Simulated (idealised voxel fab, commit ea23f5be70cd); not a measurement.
process module | voxel air gaps
cross-section cut | 185 nm wide | cells 5 nm
A cross-section is a grid of square cells, given in bands from the top down. A band is one or more rows of cells.
Each band's line starts with the height of the band's top and of its bottom, in nm. Then come its materials from left to right, each with its width in nm. One material with "throughout" fills the band from edge to edge. "air" is empty space.
Height 0 is the level under which the wafer as received is all one material. The lowest band goes on downwards, as in "0 down".
A width such as "30 to 40" changes by the same amount from each row of cells to the next, from the band's top row to its bottom row.
"no change" after a step means that no cell of the cross-section changed.
closed voids: empty space of 8 cells or more with no open way to the top, each as width x height at its distance from the left edge, in nm
after a step's settings: what the simulator itself notes on the step
overlay nm, on a step with a mask: how far to the right of its planned place the mask lay; to the left if negative
plan
1 op RECEIVE | material Si
2 op CONFORMAL_DEP | material SiO2 | thk nm 10
3 op CONFORMAL_DEP | material SiN | thk nm 5
4 op DIRECTIONAL_DEP | material lowk | thk nm 40
5 op MASKED_ETCH | tone open | mask id LINES | width nm 20 | pitch nm 50 | etch materials lowk | depth nm 40 | overlay nm 0
6 op CONFORMAL_DEP | material TiN | thk nm 5
7 op FILL_DEP | material Cu | thk nm 10
8 op CMP | height nm 55
9 op EPI | material Ru | thk nm 10
10 op SELECTIVE_ETCH | etch materials lowk | depth nm 50
11 op CONFORMAL_DEP | material SiCN | thk nm 5
as received, after step 1
  0 down: Si throughout
  closed voids: none
first wafer at the end, as planned
  70 to 65: air 15 | SiCN 150 | air 20
  65 to 55: air 15 | SiCN 5 | Ru 40 | SiCN 10 | Ru 40 | SiCN 10 | Ru 40 | SiCN 5 | air 20
  55 to 50: air 15 | SiCN 15 | TiN 5 | Cu 10 | TiN 5 | SiCN 30 | TiN 5 | Cu 10 | TiN 5 | SiCN 30 | TiN 5 | Cu 10 | TiN 5 | SiCN 15 | air 20
  50 to 20: air 25 | SiCN 5 | TiN 5 | Cu 10 | TiN 5 | SiCN 5 | air 20 | SiCN 5 | TiN 5 | Cu 10 | TiN 5 | SiCN 5 | air 20 | SiCN 5 | TiN 5 | Cu 10 | TiN 5 | SiCN 5 | air 30
  20 to 15: SiCN 30 | TiN 20 | SiCN 30 | TiN 20 | SiCN 30 | TiN 20 | SiCN 35
  15 to 10: SiN throughout
  10 to 0: SiO2 throughout
  0 down: Si throughout
  closed voids: 20 x 30 at 55; 20 x 30 at 105
second wafer at the end: like start, like plan, one mistake
  60 to 55: SiCN throughout
  55 to 50: SiN throughout
  50 to 10: lowk throughout
  10 to 0: SiO2 throughout
  0 down: Si throughout
  closed voids: none
what went wrong: steps 3 and 4 were swapped
at the end the second wafer has, in cells: 42 fewer of Cu | 48 fewer of Ru | 84 fewer of SiCN | 54 fewer of TiN | 296 more of lowk
closed voids at the end (first wafer, second wafer): 2, 0
